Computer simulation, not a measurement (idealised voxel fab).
Process module, titled voxel quadruple lines
The width of the displayed cross-section, cut, is 300 nm; its cells are square, with a size of 5 nm.
In this document a cross-section is written as a grid of square cells. It is given as a series of bands, listed from the top down, and a band is one or more rows of cells.
Basically the band line says how high the top is and how high the bottom is, in nm, and then what's in it from left to right, every material with its width in nm. Empty space shows up as "air", and if a single material carries "all across" it runs the full band edge to edge.
Height datum 0, below which the as-received substrate wafer is one material. Lowest band open at the bottom, running downward: "0 and below".
A width given as "30->40" starts at the first number in the band's top row and ends at the second number in its bottom row, shifting by an equal amount at every step from row to row.
"left unchanged" -> step changed no cross-section cell.
Enclosed voids (no open way to top), threshold 8 cells or more, entry "Closed internal cavities", notation width x height at distance, distance from left edge, nm.
It should be noted that, on the line of a given step, the content following the step's settings is a remark produced by the simulator itself with respect to that step.
overlay nm: for a step with a mask, the amount by which the mask lay right of where it was planned; a negative amount means left of it.

[Set out below are the planned steps of the process]
1. RECEIVE (material Si)
2. CONFORMAL_DEP (material Al2O3; thk nm 5)
3. DIRECTIONAL_DEP (material W; thk nm 10)
4. DIRECTIONAL_DEP (material polySi; thk nm 15)
5. DIRECTIONAL_DEP (material aC; thk nm 25)
6. PATTERN (tone cover; mask id MANDREL; material resist; width nm 30; pitch nm 80; thk nm 30; overlay nm 0)
7. DIRECTIONAL_ETCH (etch materials aC; depth nm 25)
8. STRIP (etch materials resist)
9. CONFORMAL_DEP (material SiO2; thk nm 10)
10. DIRECTIONAL_ETCH (etch materials SiO2; depth nm 10)
11. STRIP (etch materials aC)
12. DIRECTIONAL_ETCH (etch materials polySi; depth nm 15)
13. STRIP (etch materials SiO2)
14. CONFORMAL_DEP (material SiN; thk nm 10)
15. DIRECTIONAL_ETCH (etch materials SiN; depth nm 10)
16. STRIP (etch materials polySi)
17. DIRECTIONAL_ETCH (etch materials W; depth nm 10)
18. STRIP (etch materials SiN)

[Received-state cross-section, reflecting completion of step 1]
* 0 and below  Si all across
* Closed internal cavities: none

[Cross-sectional result after module completion. Note: starting condition and plan are unchanged from above; one processing mistake was made]
* 15 down to 5  air 75 | W 30 | air 10 | W 30 | air 10 | W 30 | air 10 | W 30 | air 75
* 5 down to 0  Al2O3 all across
* 0 and below  Si all across
* Closed internal cavities: none
Deviation from plan: plan vs actual: 16 and 17 interchanged
